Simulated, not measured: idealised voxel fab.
Process module in this document: voxel capacitor over wiring
cross-section cut | 155 nm wide | cells 5 nm
If you're reading a cross-section in this doc, picture square cells in a grid; it comes to you as bands, top ones listed first down to the bottom, and a band can be one or more rows of cells.
First you get the band's top height and its bottom height, in nm, and then the materials it's made of, left to right, with each width in nm. If you see a single material with "everywhere", that one covers the band edge to edge. "blank" is empty space.
Heights are measured from 0, the level below which the as-received wafer is all one material; the lowest band has no bottom and continues downward, written as in "top 0, no bottom".
With a width like "30 to 40", each row of cells in the band differs from the next by the same amount, the top row carrying the first number and the bottom row the second.
A step reported as "nothing altered" is a step in which no cell of the cross-section changed.
"Sealed void list": sealed empty spaces, 8 cells or more, no open way to top, listed width x height at distance, with distance from the left edge and width, height and distance in nm.
Step line, after settings: the simulator's comment on this step.
overlay nm: mask offset rightward from planned place, masked step; negative means leftward offset.

These are the steps we planned for the process
1) RECEIVE | material Si
2) CONFORMAL_DEP | material SiO2 | thk nm 10
3) CONFORMAL_DEP | material SiN | thk nm 5
4) DIRECTIONAL_DEP | material SiO2 | thk nm 25
5) DIRECTIONAL_DEP | material aC | thk nm 15
6) PATTERN | tone open | mask id METAL_1 | material resist | width nm 20 | pitch nm 85 | thk nm 30 | overlay nm 0
7) DIRECTIONAL_ETCH | etch materials aC | depth nm 15
8) STRIP | etch materials resist
9) DIRECTIONAL_ETCH | etch materials SiO2 | depth nm 25
10) DIRECTIONAL_ETCH | etch materials SiN | depth nm 5
11) STRIP | etch materials aC
12) CONFORMAL_DEP | material TiN | thk nm 5
13) FILL_DEP | material Cu | thk nm 5
14) CMP | height nm 40
15) CONFORMAL_DEP | material SiCN | thk nm 5
16) DIRECTIONAL_DEP | material SiO2 | thk nm 15
17) DIRECTIONAL_DEP | material aC | thk nm 15
18) PATTERN | tone open | mask id PLUG_1 | material resist | width nm 15 | thk nm 30 | overlay nm 0
19) DIRECTIONAL_ETCH | etch materials aC | depth nm 15
20) STRIP | etch materials resist
21) DIRECTIONAL_ETCH | etch materials SiO2 | depth nm 15
22) DIRECTIONAL_ETCH | etch materials SiCN | depth nm 5
23) STRIP | etch materials aC
24) EPI | material Ru | thk nm 10
25) EPI | material Ru | thk nm 10
26) DIRECTIONAL_DEP | material TiN | thk nm 10
27) DIRECTIONAL_DEP | material SiN | thk nm 5
28) DIRECTIONAL_DEP | material TiN | thk nm 5
29) PATTERN | tone cover | mask id UPPER_PLATE | material resist | width nm 70 | thk nm 15 | overlay nm 0
30) DIRECTIONAL_ETCH | etch materials TiN | depth nm 5
31) DIRECTIONAL_ETCH | etch materials SiN | depth nm 5
32) STRIP | etch materials resist
33) MASKED_ETCH | tone cover | mask id LOWER_PLATE | width nm 80 | etch materials TiN | depth nm 10 | overlay nm 0
34) FILL_DEP | material SiO2 | thk nm 15
35) CMP | height nm 90
36) MASKED_ETCH | tone open | mask id PLUG_2 | width nm 15 | etch materials SiO2 | depth nm 10 | overlay nm 0
37) CONFORMAL_DEP | material TiN | thk nm 5
38) FILL_DEP | material Ru | thk nm 10
39) CMP | height nm 90
40) CONFORMAL_DEP | material SiCN | thk nm 5

Wafer, first of two, run as planned

Cross-section of the incoming wafer, state after step 1
  top 0, no bottom  Si everywhere
  Sealed void list: none

Presented here is a cross-section of the wafer after step 2 has been performed
  top 10, bottom 0  SiO2 everywhere
  Unchanged below 0.

Presented here is a cross-section of the wafer after step 3 has been performed
  top 15, bottom 10  SiN everywhere
  Unchanged below 10.

Presented here is a cross-section of the wafer after step 4 has been performed
  top 40, bottom 15  SiO2 everywhere
  Unchanged below 15.

Presented here is a cross-section of the wafer after step 5 has been performed
  top 55, bottom 40  aC everywhere
  Unchanged below 40.

Presented here is a cross-section of the wafer after step 6 has been performed
  top 85, bottom 55  25 nm resist / 20 nm blank / 65 nm resist / 20 nm blank / 25 nm resist
  Unchanged below 55.

Presented here is a cross-section of the wafer after step 7 has been performed
  top 70, bottom 55  25 nm resist / 20 nm blank / 65 nm resist / 20 nm blank / 25 nm resist
  top 55, bottom 40  25 nm aC / 20 nm blank / 65 nm aC / 20 nm blank / 25 nm aC
  Unchanged below 40.

Presented here is a cross-section of the wafer after step 8 has been performed
  top 55, bottom 40  25 nm aC / 20 nm blank / 65 nm aC / 20 nm blank / 25 nm aC
  Unchanged below 40.

Presented here is a cross-section of the wafer after step 9 has been performed
  top 55, bottom 40  25 nm aC / 20 nm blank / 65 nm aC / 20 nm blank / 25 nm aC
  top 40, bottom 15  25 nm SiO2 / 20 nm blank / 65 nm SiO2 / 20 nm blank / 25 nm SiO2
  Unchanged below 15.

Presented here is a cross-section of the wafer after step 10 has been performed
  top 55, bottom 40  25 nm aC / 20 nm blank / 65 nm aC / 20 nm blank / 25 nm aC
  top 40, bottom 15  25 nm SiO2 / 20 nm blank / 65 nm SiO2 / 20 nm blank / 25 nm SiO2
  top 15, bottom 10  25 nm SiN / 20 nm blank / 65 nm SiN / 20 nm blank / 25 nm SiN
  Unchanged below 10.

Presented here is a cross-section of the wafer after step 11 has been performed
  top 40, bottom 15  25 nm SiO2 / 20 nm blank / 65 nm SiO2 / 20 nm blank / 25 nm SiO2
  Unchanged below 15.

Presented here is a cross-section of the wafer after step 12 has been performed
  top 45, bottom 40  30 nm TiN / 10 nm blank / 75 nm TiN / 10 nm blank / 30 nm TiN
  top 40, bottom 15  25 nm SiO2 / 5 nm TiN / 10 nm blank / 5 nm TiN / 65 nm SiO2 / 5 nm TiN / 10 nm blank / 5 nm TiN / 25 nm SiO2
  top 15, bottom 10  25 nm SiN / 20 nm TiN / 65 nm SiN / 20 nm TiN / 25 nm SiN
  Unchanged below 10.

Presented here is a cross-section of the wafer after step 13 has been performed
  top 50, bottom 45  Cu everywhere
  top 45, bottom 40  30 nm TiN / 10 nm Cu / 75 nm TiN / 10 nm Cu / 30 nm TiN
  top 40, bottom 15  25 nm SiO2 / 5 nm TiN / 10 nm Cu / 5 nm TiN / 65 nm SiO2 / 5 nm TiN / 10 nm Cu / 5 nm TiN / 25 nm SiO2
  Unchanged below 15.

Presented here is a cross-section of the wafer after step 14 has been performed
  top 40, bottom 15  25 nm SiO2 / 5 nm TiN / 10 nm Cu / 5 nm TiN / 65 nm SiO2 / 5 nm TiN / 10 nm Cu / 5 nm TiN / 25 nm SiO2
  Unchanged below 15.

Presented here is a cross-section of the wafer after step 15 has been performed
  top 45, bottom 40  SiCN everywhere
  Unchanged below 40.

Presented here is a cross-section of the wafer after step 16 has been performed
  top 60, bottom 45  SiO2 everywhere
  Unchanged below 45.

Presented here is a cross-section of the wafer after step 17 has been performed
  top 75, bottom 60  aC everywhere
  Unchanged below 60.

Presented here is a cross-section of the wafer after step 18 has been performed
  top 105, bottom 75  30 nm resist / 15 nm blank / 110 nm resist
  Unchanged below 75.

Presented here is a cross-section of the wafer after step 19 has been performed
  top 90, bottom 75  30 nm resist / 15 nm blank / 110 nm resist
  top 75, bottom 60  30 nm aC / 15 nm blank / 110 nm aC
  Unchanged below 60.

Presented here is a cross-section of the wafer after step 20 has been performed
  top 75, bottom 60  30 nm aC / 15 nm blank / 110 nm aC
  Unchanged below 60.

Presented here is a cross-section of the wafer after step 21 has been performed
  top 75, bottom 60  30 nm aC / 15 nm blank / 110 nm aC
  top 60, bottom 45  30 nm SiO2 / 15 nm blank / 110 nm SiO2
  Unchanged below 45.

Presented here is a cross-section of the wafer after step 22 has been performed
  top 75, bottom 60  30 nm aC / 15 nm blank / 110 nm aC
  top 60, bottom 45  30 nm SiO2 / 15 nm blank / 110 nm SiO2
  top 45, bottom 40  30 nm SiCN / 15 nm blank / 110 nm SiCN
  Unchanged below 40.

Presented here is a cross-section of the wafer after step 23 has been performed
  top 60, bottom 45  30 nm SiO2 / 15 nm blank / 110 nm SiO2
  Unchanged below 45.

Presented here is a cross-section of the wafer after step 24 has been performed
  top 60, bottom 50  30 nm SiO2 / 15 nm blank / 110 nm SiO2
  top 50, bottom 45  30 nm SiO2 / 15 nm Ru / 110 nm SiO2
  top 45, bottom 40  30 nm SiCN / 15 nm Ru / 110 nm SiCN
  Unchanged below 40.

Presented here is a cross-section of the wafer after step 25 has been performed
  top 60, bottom 45  30 nm SiO2 / 15 nm Ru / 110 nm SiO2
  Unchanged below 45.

Presented here is a cross-section of the wafer after step 26 has been performed
  top 70, bottom 60  TiN everywhere
  Unchanged below 60.

Presented here is a cross-section of the wafer after step 27 has been performed
  top 75, bottom 70  SiN everywhere
  Unchanged below 70.

Presented here is a cross-section of the wafer after step 28 has been performed
  top 80, bottom 75  TiN everywhere
  Unchanged below 75.

Presented here is a cross-section of the wafer after step 29 has been performed
  top 95, bottom 80  30 nm blank / 70 nm resist / 55 nm blank
  Unchanged below 80.

Presented here is a cross-section of the wafer after step 30 has been performed
  top 95, bottom 80  30 nm blank / 70 nm resist / 55 nm blank
  top 80, bottom 75  30 nm blank / 70 nm TiN / 55 nm blank
  Unchanged below 75.

Presented here is a cross-section of the wafer after step 31 has been performed
  top 95, bottom 80  30 nm blank / 70 nm resist / 55 nm blank
  top 80, bottom 75  30 nm blank / 70 nm TiN / 55 nm blank
  top 75, bottom 70  30 nm blank / 70 nm SiN / 55 nm blank
  Unchanged below 70.

Presented here is a cross-section of the wafer after step 32 has been performed
  top 80, bottom 75  30 nm blank / 70 nm TiN / 55 nm blank
  Unchanged below 75.

Presented here is a cross-section of the wafer after step 33 has been performed
  top 80, bottom 75  30 nm blank / 70 nm TiN / 55 nm blank
  top 75, bottom 70  30 nm blank / 70 nm SiN / 55 nm blank
  top 70, bottom 60  25 nm blank / 80 nm TiN / 50 nm blank
  Unchanged below 60.

Presented here is a cross-section of the wafer after step 34 has been performed
  top 95, bottom 80  SiO2 everywhere
  top 80, bottom 75  30 nm SiO2 / 70 nm TiN / 55 nm SiO2
  top 75, bottom 70  30 nm SiO2 / 70 nm SiN / 55 nm SiO2
  top 70, bottom 60  25 nm SiO2 / 80 nm TiN / 50 nm SiO2
  Unchanged below 60.

Presented here is a cross-section of the wafer after step 35 has been performed
  top 90, bottom 80  SiO2 everywhere
  Unchanged below 80.

Presented here is a cross-section of the wafer after step 36 has been performed
  top 90, bottom 80  40 nm SiO2 / 15 nm blank / 100 nm SiO2
  Unchanged below 80.

Presented here is a cross-section of the wafer after step 37 has been performed
  top 95, bottom 90  45 nm TiN / 5 nm blank / 105 nm TiN
  top 90, bottom 85  40 nm SiO2 / 5 nm TiN / 5 nm blank / 5 nm TiN / 100 nm SiO2
  top 85, bottom 75  40 to 30 nm SiO2 / 15 to 70 nm TiN / 100 to 55 nm SiO2
  Unchanged below 75.

Presented here is a cross-section of the wafer after step 38 has been performed
  top 105, bottom 95  Ru everywhere
  top 95, bottom 90  45 nm TiN / 5 nm Ru / 105 nm TiN
  top 90, bottom 85  40 nm SiO2 / 5 nm TiN / 5 nm Ru / 5 nm TiN / 100 nm SiO2
  Unchanged below 85.

Presented here is a cross-section of the wafer after step 39 has been performed
  top 90, bottom 85  40 nm SiO2 / 5 nm TiN / 5 nm Ru / 5 nm TiN / 100 nm SiO2
  Unchanged below 85.

Presented here is a cross-section of the wafer after step 40 has been performed
  top 95, bottom 90  SiCN everywhere
  Unchanged below 90.

Second wafer - shared start and plan with the first - one error in running - same as the first up to step 1 inclusive

Cross-section of the second wafer when, according to plan, step 2 should have finished
  top 5, bottom 0  SiN everywhere
  Unchanged below 0.

Cross-section of the second wafer when, according to plan, step 3 should have finished
  top 15, bottom 5  SiO2 everywhere
  Unchanged below 5.

Cross-section of the second wafer when, according to plan, step 4 should have finished
  top 40, bottom 5  SiO2 everywhere
  Unchanged below 5.

Cross-section of the second wafer when, according to plan, step 5 should have finished
  top 55, bottom 40  aC everywhere
  Unchanged below 40.

Cross-section of the second wafer when, according to plan, step 6 should have finished
  top 85, bottom 55  25 nm resist / 20 nm blank / 65 nm resist / 20 nm blank / 25 nm resist
  Unchanged below 55.

Cross-section of the second wafer when, according to plan, step 7 should have finished
  top 70, bottom 55  25 nm resist / 20 nm blank / 65 nm resist / 20 nm blank / 25 nm resist
  top 55, bottom 40  25 nm aC / 20 nm blank / 65 nm aC / 20 nm blank / 25 nm aC
  Unchanged below 40.

Cross-section of the second wafer when, according to plan, step 8 should have finished
  top 55, bottom 40  25 nm aC / 20 nm blank / 65 nm aC / 20 nm blank / 25 nm aC
  Unchanged below 40.

Cross-section of the second wafer when, according to plan, step 9 should have finished
  top 55, bottom 40  25 nm aC / 20 nm blank / 65 nm aC / 20 nm blank / 25 nm aC
  top 40, bottom 15  25 nm SiO2 / 20 nm blank / 65 nm SiO2 / 20 nm blank / 25 nm SiO2
  Unchanged below 15.

Cross-section of the second wafer when, according to plan, step 10 should have finished: nothing altered

Cross-section of the second wafer when, according to plan, step 11 should have finished
  top 40, bottom 15  25 nm SiO2 / 20 nm blank / 65 nm SiO2 / 20 nm blank / 25 nm SiO2
  Unchanged below 15.

Cross-section of the second wafer when, according to plan, step 12 should have finished
  top 45, bottom 40  30 nm TiN / 10 nm blank / 75 nm TiN / 10 nm blank / 30 nm TiN
  top 40, bottom 20  25 nm SiO2 / 5 nm TiN / 10 nm blank / 5 nm TiN / 65 nm SiO2 / 5 nm TiN / 10 nm blank / 5 nm TiN / 25 nm SiO2
  top 20, bottom 15  25 nm SiO2 / 20 nm TiN / 65 nm SiO2 / 20 nm TiN / 25 nm SiO2
  Unchanged below 15.

Cross-section of the second wafer when, according to plan, step 13 should have finished
  top 50, bottom 45  Cu everywhere
  top 45, bottom 40  30 nm TiN / 10 nm Cu / 75 nm TiN / 10 nm Cu / 30 nm TiN
  top 40, bottom 20  25 nm SiO2 / 5 nm TiN / 10 nm Cu / 5 nm TiN / 65 nm SiO2 / 5 nm TiN / 10 nm Cu / 5 nm TiN / 25 nm SiO2
  Unchanged below 20.

Cross-section of the second wafer when, according to plan, step 14 should have finished
  top 40, bottom 20  25 nm SiO2 / 5 nm TiN / 10 nm Cu / 5 nm TiN / 65 nm SiO2 / 5 nm TiN / 10 nm Cu / 5 nm TiN / 25 nm SiO2
  Unchanged below 20.

Cross-section of the second wafer when, according to plan, step 15 should have finished
  top 45, bottom 40  SiCN everywhere
  Unchanged below 40.

Cross-section of the second wafer when, according to plan, step 16 should have finished
  top 60, bottom 45  SiO2 everywhere
  Unchanged below 45.

Cross-section of the second wafer when, according to plan, step 17 should have finished
  top 75, bottom 60  aC everywhere
  Unchanged below 60.

Cross-section of the second wafer when, according to plan, step 18 should have finished
  top 105, bottom 75  30 nm resist / 15 nm blank / 110 nm resist
  Unchanged below 75.

Cross-section of the second wafer when, according to plan, step 19 should have finished
  top 90, bottom 75  30 nm resist / 15 nm blank / 110 nm resist
  top 75, bottom 60  30 nm aC / 15 nm blank / 110 nm aC
  Unchanged below 60.

Cross-section of the second wafer when, according to plan, step 20 should have finished
  top 75, bottom 60  30 nm aC / 15 nm blank / 110 nm aC
  Unchanged below 60.

Cross-section of the second wafer when, according to plan, step 21 should have finished
  top 75, bottom 60  30 nm aC / 15 nm blank / 110 nm aC
  top 60, bottom 45  30 nm SiO2 / 15 nm blank / 110 nm SiO2
  Unchanged below 45.

Cross-section of the second wafer when, according to plan, step 22 should have finished
  top 75, bottom 60  30 nm aC / 15 nm blank / 110 nm aC
  top 60, bottom 45  30 nm SiO2 / 15 nm blank / 110 nm SiO2
  top 45, bottom 40  30 nm SiCN / 15 nm blank / 110 nm SiCN
  Unchanged below 40.

Cross-section of the second wafer when, according to plan, step 23 should have finished
  top 60, bottom 45  30 nm SiO2 / 15 nm blank / 110 nm SiO2
  Unchanged below 45.

Cross-section of the second wafer when, according to plan, step 24 should have finished
  top 60, bottom 50  30 nm SiO2 / 15 nm blank / 110 nm SiO2
  top 50, bottom 45  30 nm SiO2 / 15 nm Ru / 110 nm SiO2
  top 45, bottom 40  30 nm SiCN / 15 nm Ru / 110 nm SiCN
  Unchanged below 40.

Cross-section of the second wafer when, according to plan, step 25 should have finished
  top 60, bottom 45  30 nm SiO2 / 15 nm Ru / 110 nm SiO2
  Unchanged below 45.

Cross-section of the second wafer when, according to plan, step 26 should have finished
  top 70, bottom 60  TiN everywhere
  Unchanged below 60.

Cross-section of the second wafer when, according to plan, step 27 should have finished
  top 75, bottom 70  SiN everywhere
  Unchanged below 70.

Cross-section of the second wafer when, according to plan, step 28 should have finished
  top 80, bottom 75  TiN everywhere
  Unchanged below 75.

Cross-section of the second wafer when, according to plan, step 29 should have finished
  top 95, bottom 80  30 nm blank / 70 nm resist / 55 nm blank
  Unchanged below 80.

Cross-section of the second wafer when, according to plan, step 30 should have finished
  top 95, bottom 80  30 nm blank / 70 nm resist / 55 nm blank
  top 80, bottom 75  30 nm blank / 70 nm TiN / 55 nm blank
  Unchanged below 75.

Cross-section of the second wafer when, according to plan, step 31 should have finished
  top 95, bottom 80  30 nm blank / 70 nm resist / 55 nm blank
  top 80, bottom 75  30 nm blank / 70 nm TiN / 55 nm blank
  top 75, bottom 70  30 nm blank / 70 nm SiN / 55 nm blank
  Unchanged below 70.

Cross-section of the second wafer when, according to plan, step 32 should have finished
  top 80, bottom 75  30 nm blank / 70 nm TiN / 55 nm blank
  Unchanged below 75.

Cross-section of the second wafer when, according to plan, step 33 should have finished
  top 80, bottom 75  30 nm blank / 70 nm TiN / 55 nm blank
  top 75, bottom 70  30 nm blank / 70 nm SiN / 55 nm blank
  top 70, bottom 60  25 nm blank / 80 nm TiN / 50 nm blank
  Unchanged below 60.

Cross-section of the second wafer when, according to plan, step 34 should have finished
  top 95, bottom 80  SiO2 everywhere
  top 80, bottom 75  30 nm SiO2 / 70 nm TiN / 55 nm SiO2
  top 75, bottom 70  30 nm SiO2 / 70 nm SiN / 55 nm SiO2
  top 70, bottom 60  25 nm SiO2 / 80 nm TiN / 50 nm SiO2
  Unchanged below 60.

Cross-section of the second wafer when, according to plan, step 35 should have finished
  top 90, bottom 80  SiO2 everywhere
  Unchanged below 80.

Cross-section of the second wafer when, according to plan, step 36 should have finished
  top 90, bottom 80  40 nm SiO2 / 15 nm blank / 100 nm SiO2
  Unchanged below 80.

Cross-section of the second wafer when, according to plan, step 37 should have finished
  top 95, bottom 90  45 nm TiN / 5 nm blank / 105 nm TiN
  top 90, bottom 85  40 nm SiO2 / 5 nm TiN / 5 nm blank / 5 nm TiN / 100 nm SiO2
  top 85, bottom 75  40 to 30 nm SiO2 / 15 to 70 nm TiN / 100 to 55 nm SiO2
  Unchanged below 75.

Cross-section of the second wafer when, according to plan, step 38 should have finished
  top 105, bottom 95  Ru everywhere
  top 95, bottom 90  45 nm TiN / 5 nm Ru / 105 nm TiN
  top 90, bottom 85  40 nm SiO2 / 5 nm TiN / 5 nm Ru / 5 nm TiN / 100 nm SiO2
  Unchanged below 85.

Cross-section of the second wafer when, according to plan, step 39 should have finished
  top 90, bottom 85  40 nm SiO2 / 5 nm TiN / 5 nm Ru / 5 nm TiN / 100 nm SiO2
  Unchanged below 85.

Cross-section of the second wafer when, according to plan, step 40 should have finished
  top 95, bottom 90  SiCN everywhere
  Unchanged below 90.
Where did the run depart from the plan? steps 2 and 3 run out of order (swapped)
Final cells, second wafer relative to first, materials higher or lower: Cu -4; SiN +8; TiN -4
